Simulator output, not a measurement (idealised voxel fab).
Process module name: voxel wiring stack
The cross-section on display is named cut; it measures 170 nm wide, and its cells are 5 nm squares.
For the purposes of this document, a cross-section shall be understood as a grid of square cells, specified as bands listed in top-to-bottom order, each band consisting of one or more rows of cells.
Band entry format. Leading values: height of top, height of bottom, nm. Remainder: materials in left-to-right order, each with its width in nm. Special words: "edge to edge" on a single material, which then fills the band edge to edge; "blank", empty space.
Heights are measured from 0, the level below which the as-received wafer is all one material; the lowest band has no bottom and continues downward, written as in "from 0 down".
Width "30..40": first value at the band's top row of cells, second value at its bottom row, equal change from row to row.
What does "nothing was modified" mean for a step? It means no cell of the cross-section changed in that step.
Closed-off voids of 8+ cells (no open route to the top) go in "Completely enclosed voids", written width x height at distance from the left edge, in nm.
Whatever follows a step's settings on its line is a remark the simulator itself makes about that step.
Regarding "overlay nm": on a step with a mask, it is the distance the mask lay to the right of its planned place; a negative value places it to the left.

BELOW IS THE LIST OF PLANNED PROCESS STEPS
1,RECEIVE with material Si
2,CONFORMAL_DEP with material SiO2, thk nm 10
3,DIRECTIONAL_DEP with material TiN, thk nm 5
4,DIRECTIONAL_DEP with material W, thk nm 20
5,PATTERN with tone cover, mask id METAL_1, material resist, width nm 20, pitch nm 35, thk nm 15, overlay nm 0
6,DIRECTIONAL_ETCH with etch materials W, depth nm 20
7,DIRECTIONAL_ETCH with etch materials TiN, depth nm 5
8,STRIP with etch materials resist
9,CONFORMAL_DEP with material SiN, thk nm 5
10,FILL_DEP with material lowk, thk nm 10
11,CMP with height nm 35
12,CONFORMAL_DEP with material SiCN, thk nm 5
13,DIRECTIONAL_DEP with material SiO2, thk nm 10
14,DIRECTIONAL_DEP with material aC, thk nm 10
15,PATTERN with tone open, mask id PLUG_1, material resist, width nm 15, pitch nm 35, thk nm 25, overlay nm 0
16,DIRECTIONAL_ETCH with etch materials aC, depth nm 10
17,STRIP with etch materials resist
18,DIRECTIONAL_ETCH with etch materials SiO2, depth nm 10
19,DIRECTIONAL_ETCH with etch materials SiCN, depth nm 5
20,STRIP with etch materials aC
21,CONFORMAL_DEP with material TiN, thk nm 5
22,FILL_DEP with material Ru, thk nm 5
23,CMP with height nm 50
24,DIRECTIONAL_DEP with material TiN, thk nm 5
25,DIRECTIONAL_DEP with material Ru, thk nm 15
26,MASKED_ETCH with tone cover, mask id METAL_2, width nm 20, pitch nm 35, etch materials Ru, depth nm 15, overlay nm 0
27,MASKED_ETCH with tone cover, mask id METAL_2, width nm 20, pitch nm 35, etch materials TiN, depth nm 5, overlay nm 0
28,FILL_DEP with material SiO2, thk nm 5
29,CMP with height nm 70
30,CONFORMAL_DEP with material SiCN, thk nm 5
31,DIRECTIONAL_DEP with material SiO2, thk nm 20
32,DIRECTIONAL_DEP with material aC, thk nm 15
33,PATTERN with tone open, mask id PLUG_2, material resist, width nm 15, pitch nm 35, thk nm 35, overlay nm 0
34,DIRECTIONAL_ETCH with etch materials aC, depth nm 15
35,STRIP with etch materials resist
36,DIRECTIONAL_ETCH with etch materials SiO2, depth nm 20
37,DIRECTIONAL_ETCH with etch materials SiCN, depth nm 5
38,STRIP with etch materials aC
39,CONFORMAL_DEP with material TiN, thk nm 5
40,FILL_DEP with material Ru, thk nm 5
41,CMP with height nm 95
42,DIRECTIONAL_DEP with material TiN, thk nm 5
43,DIRECTIONAL_DEP with material W, thk nm 15
44,MASKED_ETCH with tone cover, mask id METAL_3, width nm 20, pitch nm 35, etch materials W, depth nm 15, overlay nm 0
45,MASKED_ETCH with tone cover, mask id METAL_3, width nm 20, pitch nm 35, etch materials TiN, depth nm 5, overlay nm 0
46,FILL_DEP with material SiO2, thk nm 10
47,CMP with height nm 115
48,CONFORMAL_DEP with material SiN, thk nm 5

THE FIRST OF A SET OF TWO WAFERS, RUN TO PLAN

CROSS-SECTION OF THE INCOMING WAFER, STATE AFTER STEP 1
from 0 down: Si edge to edge
Completely enclosed voids: none

AFTER STEP 2, IN CROSS-SECTION
from 10 to 0: SiO2 edge to edge
Nothing below the height 0 has changed.

AFTER STEP 3, IN CROSS-SECTION
from 15 to 10: TiN edge to edge
Nothing below the height 10 has changed.

AFTER STEP 4, IN CROSS-SECTION
from 35 to 15: W edge to edge
Nothing below the height 15 has changed.

AFTER STEP 5, IN CROSS-SECTION
from 50 to 35: blank 55, resist 20, blank 15, resist 20, blank 60
Nothing below the height 35 has changed.

AFTER STEP 6, IN CROSS-SECTION
from 50 to 35: blank 55, resist 20, blank 15, resist 20, blank 60
from 35 to 15: blank 55, W 20, blank 15, W 20, blank 60
Nothing below the height 15 has changed.

AFTER STEP 7, IN CROSS-SECTION
from 50 to 35: blank 55, resist 20, blank 15, resist 20, blank 60
from 35 to 15: blank 55, W 20, blank 15, W 20, blank 60
from 15 to 10: blank 55, TiN 20, blank 15, TiN 20, blank 60
Nothing below the height 10 has changed.

AFTER STEP 8, IN CROSS-SECTION
from 35 to 15: blank 55, W 20, blank 15, W 20, blank 60
Nothing below the height 15 has changed.

AFTER STEP 9, IN CROSS-SECTION
from 40 to 35: blank 50, SiN 30, blank 5, SiN 30, blank 55
from 35 to 15: blank 50, SiN 5, W 20, SiN 5, blank 5, SiN 5, W 20, SiN 5, blank 55
from 15 to 10: SiN 55, TiN 20, SiN 15, TiN 20, SiN 60
Nothing below the height 10 has changed.

AFTER STEP 10, IN CROSS-SECTION
from 50 to 40: lowk edge to edge
from 40 to 35: lowk 50, SiN 30, lowk 5, SiN 30, lowk 55
from 35 to 15: lowk 50, SiN 5, W 20, SiN 5, lowk 5, SiN 5, W 20, SiN 5, lowk 55
Nothing below the height 15 has changed.

AFTER STEP 11, IN CROSS-SECTION
from 35 to 15: lowk 50, SiN 5, W 20, SiN 5, lowk 5, SiN 5, W 20, SiN 5, lowk 55
Nothing below the height 15 has changed.

AFTER STEP 12, IN CROSS-SECTION
from 40 to 35: SiCN edge to edge
Nothing below the height 35 has changed.

AFTER STEP 13, IN CROSS-SECTION
from 50 to 40: SiO2 edge to edge
Nothing below the height 40 has changed.

AFTER STEP 14, IN CROSS-SECTION
from 60 to 50: aC edge to edge
Nothing below the height 50 has changed.

AFTER STEP 15, IN CROSS-SECTION
from 85 to 60: resist 55, blank 15, resist 20, blank 15, resist 65
Nothing below the height 60 has changed.

AFTER STEP 16, IN CROSS-SECTION
from 75 to 60: resist 55, blank 15, resist 20, blank 15, resist 65
from 60 to 50: aC 55, blank 15, aC 20, blank 15, aC 65
Nothing below the height 50 has changed.

AFTER STEP 17, IN CROSS-SECTION
from 60 to 50: aC 55, blank 15, aC 20, blank 15, aC 65
Nothing below the height 50 has changed.

AFTER STEP 18, IN CROSS-SECTION
from 60 to 50: aC 55, blank 15, aC 20, blank 15, aC 65
from 50 to 40: SiO2 55, blank 15, SiO2 20, blank 15, SiO2 65
Nothing below the height 40 has changed.

AFTER STEP 19, IN CROSS-SECTION
from 60 to 50: aC 55, blank 15, aC 20, blank 15, aC 65
from 50 to 40: SiO2 55, blank 15, SiO2 20, blank 15, SiO2 65
from 40 to 35: SiCN 55, blank 15, SiCN 20, blank 15, SiCN 65
Nothing below the height 35 has changed.

AFTER STEP 20, IN CROSS-SECTION
from 50 to 40: SiO2 55, blank 15, SiO2 20, blank 15, SiO2 65
Nothing below the height 40 has changed.

AFTER STEP 21, IN CROSS-SECTION
from 55 to 50: TiN 60, blank 5, TiN 30, blank 5, TiN 70
from 50 to 40: SiO2 55, TiN 5, blank 5, TiN 5, SiO2 20, TiN 5, blank 5, TiN 5, SiO2 65
from 40 to 35: SiCN 55, TiN 15, SiCN 20, TiN 15, SiCN 65
Nothing below the height 35 has changed.

AFTER STEP 22, IN CROSS-SECTION
from 60 to 55: Ru edge to edge
from 55 to 50: TiN 60, Ru 5, TiN 30, Ru 5, TiN 70
from 50 to 40: SiO2 55, TiN 5, Ru 5, TiN 5, SiO2 20, TiN 5, Ru 5, TiN 5, SiO2 65
Nothing below the height 40 has changed.

AFTER STEP 23, IN CROSS-SECTION
from 50 to 40: SiO2 55, TiN 5, Ru 5, TiN 5, SiO2 20, TiN 5, Ru 5, TiN 5, SiO2 65
Nothing below the height 40 has changed.

AFTER STEP 24, IN CROSS-SECTION
from 55 to 50: TiN edge to edge
Nothing below the height 50 has changed.

AFTER STEP 25, IN CROSS-SECTION
from 70 to 55: Ru edge to edge
Nothing below the height 55 has changed.

AFTER STEP 26, IN CROSS-SECTION
from 70 to 55: blank 55, Ru 20, blank 15, Ru 20, blank 60
Nothing below the height 55 has changed.

AFTER STEP 27, IN CROSS-SECTION
from 70 to 55: blank 55, Ru 20, blank 15, Ru 20, blank 60
from 55 to 50: blank 55, TiN 20, blank 15, TiN 20, blank 60
Nothing below the height 50 has changed.

AFTER STEP 28, IN CROSS-SECTION
from 75 to 70: SiO2 edge to edge
from 70 to 55: SiO2 55, Ru 20, SiO2 15, Ru 20, SiO2 60
from 55 to 50: SiO2 55, TiN 20, SiO2 15, TiN 20, SiO2 60
Nothing below the height 50 has changed.

AFTER STEP 29, IN CROSS-SECTION
from 70 to 55: SiO2 55, Ru 20, SiO2 15, Ru 20, SiO2 60
Nothing below the height 55 has changed.

AFTER STEP 30, IN CROSS-SECTION
from 75 to 70: SiCN edge to edge
Nothing below the height 70 has changed.

AFTER STEP 31, IN CROSS-SECTION
from 95 to 75: SiO2 edge to edge
Nothing below the height 75 has changed.

AFTER STEP 32, IN CROSS-SECTION
from 110 to 95: aC edge to edge
Nothing below the height 95 has changed.

AFTER STEP 33, IN CROSS-SECTION
from 145 to 110: resist 55, blank 15, resist 20, blank 15, resist 65
Nothing below the height 110 has changed.

AFTER STEP 34, IN CROSS-SECTION
from 130 to 110: resist 55, blank 15, resist 20, blank 15, resist 65
from 110 to 95: aC 55, blank 15, aC 20, blank 15, aC 65
Nothing below the height 95 has changed.

AFTER STEP 35, IN CROSS-SECTION
from 110 to 95: aC 55, blank 15, aC 20, blank 15, aC 65
Nothing below the height 95 has changed.

AFTER STEP 36, IN CROSS-SECTION
from 110 to 95: aC 55, blank 15, aC 20, blank 15, aC 65
from 95 to 75: SiO2 55, blank 15, SiO2 20, blank 15, SiO2 65
Nothing below the height 75 has changed.

AFTER STEP 37, IN CROSS-SECTION
from 110 to 95: aC 55, blank 15, aC 20, blank 15, aC 65
from 95 to 75: SiO2 55, blank 15, SiO2 20, blank 15, SiO2 65
from 75 to 70: SiCN 55, blank 15, SiCN 20, blank 15, SiCN 65
Nothing below the height 70 has changed.

AFTER STEP 38, IN CROSS-SECTION
from 95 to 75: SiO2 55, blank 15, SiO2 20, blank 15, SiO2 65
Nothing below the height 75 has changed.

AFTER STEP 39, IN CROSS-SECTION
from 100 to 95: TiN 60, blank 5, TiN 30, blank 5, TiN 70
from 95 to 75: SiO2 55, TiN 5, blank 5, TiN 5, SiO2 20, TiN 5, blank 5, TiN 5, SiO2 65
from 75 to 70: SiCN 55, TiN 15, SiCN 20, TiN 15, SiCN 65
Nothing below the height 70 has changed.

AFTER STEP 40, IN CROSS-SECTION
from 105 to 100: Ru edge to edge
from 100 to 95: TiN 60, Ru 5, TiN 30, Ru 5, TiN 70
from 95 to 75: SiO2 55, TiN 5, Ru 5, TiN 5, SiO2 20, TiN 5, Ru 5, TiN 5, SiO2 65
Nothing below the height 75 has changed.

AFTER STEP 41, IN CROSS-SECTION
from 95 to 75: SiO2 55, TiN 5, Ru 5, TiN 5, SiO2 20, TiN 5, Ru 5, TiN 5, SiO2 65
Nothing below the height 75 has changed.

AFTER STEP 42, IN CROSS-SECTION
from 100 to 95: TiN edge to edge
Nothing below the height 95 has changed.

AFTER STEP 43, IN CROSS-SECTION
from 115 to 100: W edge to edge
Nothing below the height 100 has changed.

AFTER STEP 44, IN CROSS-SECTION
from 115 to 100: blank 55, W 20, blank 15, W 20, blank 60
Nothing below the height 100 has changed.

AFTER STEP 45, IN CROSS-SECTION
from 115 to 100: blank 55, W 20, blank 15, W 20, blank 60
from 100 to 95: blank 55, TiN 20, blank 15, TiN 20, blank 60
Nothing below the height 95 has changed.

AFTER STEP 46, IN CROSS-SECTION
from 125 to 115: SiO2 edge to edge
from 115 to 100: SiO2 55, W 20, SiO2 15, W 20, SiO2 60
from 100 to 95: SiO2 55, TiN 20, SiO2 15, TiN 20, SiO2 60
Nothing below the height 95 has changed.

AFTER STEP 47, IN CROSS-SECTION
from 115 to 100: SiO2 55, W 20, SiO2 15, W 20, SiO2 60
Nothing below the height 100 has changed.

AFTER STEP 48, IN CROSS-SECTION
from 120 to 115: SiN edge to edge
Nothing below the height 115 has changed.

WAFER TWO: LIKE WAFER ONE IN START AND PLAN, BUT WITH ONE MISTAKE IN EXECUTION; IDENTICAL UP TO AND INCLUDING STEP 19

CROSS-SECTION OF THE SECOND WAFER AT THE TIME BY WHICH STEP 20 SHOULD HAVE BEEN COMPLETED ACCORDING TO THE PLAN
from 60 to 50: aC 55, blank 15, aC 20, blank 15, aC 65
from 50 to 40: SiO2 55, blank 15, SiO2 20, blank 15, SiO2 65
from 40 to 35: SiCN 55, blank 15, SiCN 20, blank 15, SiCN 65
from 35 to 15: lowk 50, SiN 5, blank 20, SiN 5, lowk 5, SiN 5, blank 20, SiN 5, lowk 55
Nothing below the height 15 has changed.

CROSS-SECTION OF THE SECOND WAFER AT THE TIME BY WHICH STEP 21 SHOULD HAVE BEEN COMPLETED ACCORDING TO THE PLAN
from 65 to 60: TiN 60, blank 5, TiN 30, blank 5, TiN 70
from 60 to 50: aC 55, TiN 5, blank 5, TiN 5, aC 20, TiN 5, blank 5, TiN 5, aC 65
from 50 to 40: SiO2 55, TiN 5, blank 5, TiN 5, SiO2 20, TiN 5, blank 5, TiN 5, SiO2 65
from 40 to 35: SiCN 55, TiN 5, blank 5, TiN 5, SiCN 20, TiN 5, blank 5, TiN 5, SiCN 65
from 35 to 30: lowk 50, SiN 5, TiN 5, blank 5, TiN 10, SiN 5, lowk 5, SiN 5, TiN 5, blank 5, TiN 10, SiN 5, lowk 55
from 30 to 20: lowk 50, SiN 5, TiN 5, blank 10, TiN 5, SiN 5, lowk 5, SiN 5, TiN 5, blank 10, TiN 5, SiN 5, lowk 55
from 20 to 15: lowk 50, SiN 5, TiN 20, SiN 5, lowk 5, SiN 5, TiN 20, SiN 5, lowk 55
Nothing below the height 15 has changed.

CROSS-SECTION OF THE SECOND WAFER AT THE TIME BY WHICH STEP 22 SHOULD HAVE BEEN COMPLETED ACCORDING TO THE PLAN
from 70 to 65: Ru edge to edge
from 65 to 60: TiN 60, Ru 5, TiN 30, Ru 5, TiN 70
from 60 to 50: aC 55, TiN 5, Ru 5, TiN 5, aC 20, TiN 5, Ru 5, TiN 5, aC 65
from 50 to 40: SiO2 55, TiN 5, Ru 5, TiN 5, SiO2 20, TiN 5, Ru 5, TiN 5, SiO2 65
from 40 to 35: SiCN 55, TiN 5, Ru 5, TiN 5, SiCN 20, TiN 5, Ru 5, TiN 5, SiCN 65
from 35 to 30: lowk 50, SiN 5, TiN 5, Ru 5, TiN 10, SiN 5, lowk 5, SiN 5, TiN 5, Ru 5, TiN 10, SiN 5, lowk 55
from 30 to 20: lowk 50, SiN 5, TiN 5, Ru 10, TiN 5, SiN 5, lowk 5, SiN 5, TiN 5, Ru 10, TiN 5, SiN 5, lowk 55
Nothing below the height 20 has changed.

CROSS-SECTION OF THE SECOND WAFER AT THE TIME BY WHICH STEP 23 SHOULD HAVE BEEN COMPLETED ACCORDING TO THE PLAN
from 50 to 40: SiO2 55, TiN 5, Ru 5, TiN 5, SiO2 20, TiN 5, Ru 5, TiN 5, SiO2 65
Nothing below the height 40 has changed.

CROSS-SECTION OF THE SECOND WAFER AT THE TIME BY WHICH STEP 24 SHOULD HAVE BEEN COMPLETED ACCORDING TO THE PLAN
from 55 to 50: TiN edge to edge
Nothing below the height 50 has changed.

CROSS-SECTION OF THE SECOND WAFER AT THE TIME BY WHICH STEP 25 SHOULD HAVE BEEN COMPLETED ACCORDING TO THE PLAN
from 70 to 55: Ru edge to edge
Nothing below the height 55 has changed.

CROSS-SECTION OF THE SECOND WAFER AT THE TIME BY WHICH STEP 26 SHOULD HAVE BEEN COMPLETED ACCORDING TO THE PLAN
from 70 to 55: blank 55, Ru 20, blank 15, Ru 20, blank 60
Nothing below the height 55 has changed.

CROSS-SECTION OF THE SECOND WAFER AT THE TIME BY WHICH STEP 27 SHOULD HAVE BEEN COMPLETED ACCORDING TO THE PLAN
from 70 to 55: blank 55, Ru 20, blank 15, Ru 20, blank 60
from 55 to 50: blank 55, TiN 20, blank 15, TiN 20, blank 60
Nothing below the height 50 has changed.

CROSS-SECTION OF THE SECOND WAFER AT THE TIME BY WHICH STEP 28 SHOULD HAVE BEEN COMPLETED ACCORDING TO THE PLAN
from 75 to 70: SiO2 edge to edge
from 70 to 55: SiO2 55, Ru 20, SiO2 15, Ru 20, SiO2 60
from 55 to 50: SiO2 55, TiN 20, SiO2 15, TiN 20, SiO2 60
Nothing below the height 50 has changed.

CROSS-SECTION OF THE SECOND WAFER AT THE TIME BY WHICH STEP 29 SHOULD HAVE BEEN COMPLETED ACCORDING TO THE PLAN
from 70 to 55: SiO2 55, Ru 20, SiO2 15, Ru 20, SiO2 60
Nothing below the height 55 has changed.

CROSS-SECTION OF THE SECOND WAFER AT THE TIME BY WHICH STEP 30 SHOULD HAVE BEEN COMPLETED ACCORDING TO THE PLAN
from 75 to 70: SiCN edge to edge
Nothing below the height 70 has changed.

CROSS-SECTION OF THE SECOND WAFER AT THE TIME BY WHICH STEP 31 SHOULD HAVE BEEN COMPLETED ACCORDING TO THE PLAN
from 95 to 75: SiO2 edge to edge
Nothing below the height 75 has changed.

CROSS-SECTION OF THE SECOND WAFER AT THE TIME BY WHICH STEP 32 SHOULD HAVE BEEN COMPLETED ACCORDING TO THE PLAN
from 110 to 95: aC edge to edge
Nothing below the height 95 has changed.

CROSS-SECTION OF THE SECOND WAFER AT THE TIME BY WHICH STEP 33 SHOULD HAVE BEEN COMPLETED ACCORDING TO THE PLAN
from 145 to 110: resist 55, blank 15, resist 20, blank 15, resist 65
Nothing below the height 110 has changed.

CROSS-SECTION OF THE SECOND WAFER AT THE TIME BY WHICH STEP 34 SHOULD HAVE BEEN COMPLETED ACCORDING TO THE PLAN
from 130 to 110: resist 55, blank 15, resist 20, blank 15, resist 65
from 110 to 95: aC 55, blank 15, aC 20, blank 15, aC 65
Nothing below the height 95 has changed.

CROSS-SECTION OF THE SECOND WAFER AT THE TIME BY WHICH STEP 35 SHOULD HAVE BEEN COMPLETED ACCORDING TO THE PLAN
from 110 to 95: aC 55, blank 15, aC 20, blank 15, aC 65
Nothing below the height 95 has changed.

CROSS-SECTION OF THE SECOND WAFER AT THE TIME BY WHICH STEP 36 SHOULD HAVE BEEN COMPLETED ACCORDING TO THE PLAN
from 110 to 95: aC 55, blank 15, aC 20, blank 15, aC 65
from 95 to 75: SiO2 55, blank 15, SiO2 20, blank 15, SiO2 65
Nothing below the height 75 has changed.

CROSS-SECTION OF THE SECOND WAFER AT THE TIME BY WHICH STEP 37 SHOULD HAVE BEEN COMPLETED ACCORDING TO THE PLAN
from 110 to 95: aC 55, blank 15, aC 20, blank 15, aC 65
from 95 to 75: SiO2 55, blank 15, SiO2 20, blank 15, SiO2 65
from 75 to 70: SiCN 55, blank 15, SiCN 20, blank 15, SiCN 65
Nothing below the height 70 has changed.

CROSS-SECTION OF THE SECOND WAFER AT THE TIME BY WHICH STEP 38 SHOULD HAVE BEEN COMPLETED ACCORDING TO THE PLAN
from 95 to 75: SiO2 55, blank 15, SiO2 20, blank 15, SiO2 65
Nothing below the height 75 has changed.

CROSS-SECTION OF THE SECOND WAFER AT THE TIME BY WHICH STEP 39 SHOULD HAVE BEEN COMPLETED ACCORDING TO THE PLAN
from 100 to 95: TiN 60, blank 5, TiN 30, blank 5, TiN 70
from 95 to 75: SiO2 55, TiN 5, blank 5, TiN 5, SiO2 20, TiN 5, blank 5, TiN 5, SiO2 65
from 75 to 70: SiCN 55, TiN 15, SiCN 20, TiN 15, SiCN 65
Nothing below the height 70 has changed.

CROSS-SECTION OF THE SECOND WAFER AT THE TIME BY WHICH STEP 40 SHOULD HAVE BEEN COMPLETED ACCORDING TO THE PLAN
from 105 to 100: Ru edge to edge
from 100 to 95: TiN 60, Ru 5, TiN 30, Ru 5, TiN 70
from 95 to 75: SiO2 55, TiN 5, Ru 5, TiN 5, SiO2 20, TiN 5, Ru 5, TiN 5, SiO2 65
Nothing below the height 75 has changed.

CROSS-SECTION OF THE SECOND WAFER AT THE TIME BY WHICH STEP 41 SHOULD HAVE BEEN COMPLETED ACCORDING TO THE PLAN
from 95 to 75: SiO2 55, TiN 5, Ru 5, TiN 5, SiO2 20, TiN 5, Ru 5, TiN 5, SiO2 65
Nothing below the height 75 has changed.

CROSS-SECTION OF THE SECOND WAFER AT THE TIME BY WHICH STEP 42 SHOULD HAVE BEEN COMPLETED ACCORDING TO THE PLAN
from 100 to 95: TiN edge to edge
Nothing below the height 95 has changed.

CROSS-SECTION OF THE SECOND WAFER AT THE TIME BY WHICH STEP 43 SHOULD HAVE BEEN COMPLETED ACCORDING TO THE PLAN
from 115 to 100: W edge to edge
Nothing below the height 100 has changed.

CROSS-SECTION OF THE SECOND WAFER AT THE TIME BY WHICH STEP 44 SHOULD HAVE BEEN COMPLETED ACCORDING TO THE PLAN
from 115 to 100: blank 55, W 20, blank 15, W 20, blank 60
Nothing below the height 100 has changed.

CROSS-SECTION OF THE SECOND WAFER AT THE TIME BY WHICH STEP 45 SHOULD HAVE BEEN COMPLETED ACCORDING TO THE PLAN
from 115 to 100: blank 55, W 20, blank 15, W 20, blank 60
from 100 to 95: blank 55, TiN 20, blank 15, TiN 20, blank 60
Nothing below the height 95 has changed.

CROSS-SECTION OF THE SECOND WAFER AT THE TIME BY WHICH STEP 46 SHOULD HAVE BEEN COMPLETED ACCORDING TO THE PLAN
from 125 to 115: SiO2 edge to edge
from 115 to 100: SiO2 55, W 20, SiO2 15, W 20, SiO2 60
from 100 to 95: SiO2 55, TiN 20, SiO2 15, TiN 20, SiO2 60
Nothing below the height 95 has changed.

CROSS-SECTION OF THE SECOND WAFER AT THE TIME BY WHICH STEP 47 SHOULD HAVE BEEN COMPLETED ACCORDING TO THE PLAN
from 115 to 100: SiO2 55, W 20, SiO2 15, W 20, SiO2 60
Nothing below the height 100 has changed.

CROSS-SECTION OF THE SECOND WAFER AT THE TIME BY WHICH STEP 48 SHOULD HAVE BEEN COMPLETED ACCORDING TO THE PLAN
from 120 to 115: SiN edge to edge
Nothing below the height 115 has changed.
Diagnosis: it should be noted that step 20 was executed with settings other than those planned, the operation and settings actually applied being STRIP with etch materials W
Upon completion, the second wafer contains, in terms of cells, a greater or smaller amount of certain materials than the first wafer: +12 Ru, +20 TiN, -32 W
